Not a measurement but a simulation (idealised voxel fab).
A process module follows: voxel quadruple lines.
The cross-section on display is named cut; it measures 300 nm wide, and its cells are 5 nm squares.
Square cells in a grid make up a cross-section in this document, and the grid is given as bands, listed from the top down, each one or more rows of cells. Band: top height; bottom height; in nm. Then, left to right: material with width in nm, for each material. "everywhere": a single material spanning edge to edge. "blank": empty space. A quick word on heights: they are counted from 0, and under that level the wafer as it came to us is one material throughout. The lowest band is different from the rest in having no bottom; it simply continues downward, written as in "0..down". When a width is written as two numbers, as in "30->40", the first number is the width in the top row of cells of the band and the second is the width in its bottom row, and the width changes by the same amount from each row to the next. Given "no alterations made" for a step, no cell of the cross-section differs between before and after that step. So "Unvented voids" is basically the list of trapped voids: any empty space of 8 cells or more that can't reach the top through an opening. They're written width x height at distance, the distance being from the left edge, and it's all nm. It should be noted that, on the line of a given step, the content following the step's settings is a remark produced by the simulator itself with respect to that step. On any step carrying a mask, the "overlay nm" setting, if present on the step's line, tells how far right of its planned place the mask lay; negative values point to the left.

Planned process steps:
1: RECEIVE with material Si
2: CONFORMAL_DEP with material Al2O3, thk nm 5
3: DIRECTIONAL_DEP with material W, thk nm 10
4: DIRECTIONAL_DEP with material polySi, thk nm 15
5: DIRECTIONAL_DEP with material aC, thk nm 25
6: PATTERN with tone cover, mask id MANDREL, material resist, width nm 35, thk nm 35, overlay nm 0
7: DIRECTIONAL_ETCH with etch materials aC, depth nm 25
8: STRIP with etch materials resist
9: CONFORMAL_DEP with material SiO2, thk nm 15
10: DIRECTIONAL_ETCH with etch materials SiO2, depth nm 15
11: STRIP with etch materials aC
12: DIRECTIONAL_ETCH with etch materials polySi, depth nm 15
13: STRIP with etch materials SiO2
14: CONFORMAL_DEP with material SiN, thk nm 10
15: DIRECTIONAL_ETCH with etch materials SiN, depth nm 10
16: STRIP with etch materials polySi
17: DIRECTIONAL_ETCH with etch materials W, depth nm 10
18: STRIP with etch materials SiN

Delivered wafer in cross-section: state after step 1:
    0..down  Si everywhere
    Unvented voids: none

Run as planned - first of the two wafers cross-sectioned at the end of the module:
    15..5  blank 105 / W 10 / blank 15 / W 10 / blank 15 / W 10 / blank 15 / W 10 / blank 110
    5..0  Al2O3 everywhere
    0..down  Si everywhere
    Unvented voids: none

Second of two wafers, module complete, sectioned: it shares the first wafer's start and plan but was run with one mistake:
    10..0  blank 105 / W 10 / blank 15 / W 10 / blank 15 / W 10 / blank 15 / W 10 / blank 110
    0..down  Si everywhere
    Unvented voids: none
Error vs. plan: step 2 of the plan was jumped over and never run
Bottom line after processing is that, in cells, the second wafer is up or down on some materials versus the first: 60 fewer of Al2O3
